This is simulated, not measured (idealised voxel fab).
voxel capacitor over wiring: a process module
Cross-section cut spans 300 nm and uses square cells 5 nm in size.
A cross-section is written here as square cells arranged in a grid, and it is given in bands from the top down, each band taking up one or more rows of cells. Read a band's entry like this: the first values are the height of its top and the height of its bottom in nm, and what follows is the sequence of materials from left to right, each with its width in nm. Note that "blank" is empty space, and that a single material marked "edge to edge" reaches across the band from edge to edge. Heights are measured from 0, the level below which the as-received wafer is all one material; the lowest band has no bottom and continues downward, written as in "z 0 and below". The width entry "30..40" should be interpreted row by row: the top row of cells in the band takes the first number, the bottom row takes the second number, and the change between adjacent rows is uniform throughout. "remains unaltered" -> step changed no cross-section cell. "Closed void entries": empty spaces of 8 cells or more with no open way to the top, each given as width x height at distance, distance from the left edge, all in nm. Text after the settings on a step's line: the simulator's own remark on that step. A step's line can hold "overlay nm"; with a mask on that step, the setting says how far right of the planned place the mask lay, while a negative setting says it lay to the left.
## Planned process steps
- 1: RECEIVE | material Si
- 2: CONFORMAL_DEP | material SiO2 | thk nm 15
- 3: DIRECTIONAL_DEP | material TiN | thk nm 5
- 4: DIRECTIONAL_DEP | material W | thk nm 25
- 5: PATTERN | tone cover | mask id METAL_1 | material resist | width nm 20 | pitch nm 85 | thk nm 20 | overlay nm 0
- 6: DIRECTIONAL_ETCH | etch materials W | depth nm 25
- 7: DIRECTIONAL_ETCH | etch materials TiN | depth nm 5
- 8: STRIP | etch materials resist
- 9: CONFORMAL_DEP | material SiN | thk nm 5
- 10: FILL_DEP | material lowk | thk nm 10
- 11: CMP | height nm 45
- 12: CONFORMAL_DEP | material SiCN | thk nm 5
- 13: DIRECTIONAL_DEP | material lowk | thk nm 15
- 14: DIRECTIONAL_DEP | material aC | thk nm 10
- 15: PATTERN | tone open | mask id PLUG_1 | material resist | width nm 15 | thk nm 30 | overlay nm 0
- 16: DIRECTIONAL_ETCH | etch materials aC | depth nm 10
- 17: STRIP | etch materials resist
- 18: DIRECTIONAL_ETCH | etch materials lowk | depth nm 15
- 19: DIRECTIONAL_ETCH | etch materials SiCN | depth nm 5
- 20: STRIP | etch materials aC
- 21: EPI | material Ru | thk nm 10
- 22: EPI | material Ru | thk nm 10
- 23: DIRECTIONAL_DEP | material TiN | thk nm 5
- 24: DIRECTIONAL_DEP | material Al2O3 | thk nm 5
- 25: DIRECTIONAL_DEP | material TiN | thk nm 10
- 26: MASKED_ETCH | tone cover | mask id UPPER_PLATE | width nm 70 | etch materials TiN | depth nm 10 | overlay nm 0
- 27: MASKED_ETCH | tone cover | mask id UPPER_PLATE | width nm 70 | etch materials Al2O3 | depth nm 5 | overlay nm 0
- 28: DIRECTIONAL_DEP | material aC | thk nm 15
- 29: PATTERN | tone cover | mask id LOWER_PLATE | material resist | width nm 80 | thk nm 30 | overlay nm 0
- 30: DIRECTIONAL_ETCH | etch materials aC | depth nm 15
- 31: STRIP | etch materials resist
- 32: DIRECTIONAL_ETCH | etch materials TiN | depth nm 5
- 33: STRIP | etch materials aC
- 34: FILL_DEP | material SiO2 | thk nm 20
- 35: CMP | height nm 100
- 36: MASKED_ETCH | tone open | mask id PLUG_2 | width nm 15 | etch materials SiO2 | depth nm 15 | overlay nm 0
- 37: CONFORMAL_DEP | material TiN | thk nm 5
- 38: FILL_DEP | material Ru | thk nm 10
- 39: CMP | height nm 100
- 40: CONFORMAL_DEP | material SiN | thk nm 5
## This is the cross-section of the wafer as we received it, i.e. after step 1
- z 0 and below  Si edge to edge
- Closed void entries: none
## Starting structure and process plan are as shown above, but one mistake was made in running the module; the wafer cross-section at the end of the module follows
- z 105 to 100  SiN edge to edge
- z 100 to 90  Ru 105 nm, TiN 5 nm, SiO2 15 nm, TiN 5 nm, Ru 170 nm
- z 90 to 85  TiN 110 nm, SiO2 15 nm, TiN 175 nm
- z 85 to 75  SiO2 100 nm, TiN 70 nm, SiO2 130 nm
- z 75 to 70  SiO2 100 nm, Al2O3 70 nm, SiO2 130 nm
- z 70 to 65  SiO2 95 nm, TiN 80 nm, SiO2 125 nm
- z 65 to 50  lowk 100 nm, Ru 15 nm, lowk 185 nm
- z 50 to 45  SiCN 100 nm, Ru 15 nm, SiCN 185 nm
- z 45 to 20  lowk 90 nm, SiN 5 nm, W 20 nm, SiN 5 nm, lowk 55 nm, SiN 5 nm, W 20 nm, SiN 5 nm, lowk 95 nm
- z 20 to 15  SiN 95 nm, TiN 20 nm, SiN 65 nm, TiN 20 nm, SiN 100 nm
- z 15 to 0  SiO2 edge to edge
- z 0 and below  Si edge to edge
- Closed void entries: none
Run error: note that step 36 departed from the planned setting and was carried out as MASKED_ETCH | tone cover | mask id PLUG_2 | width nm 15 | etch materials SiO2 | depth nm 15 | overlay nm 0
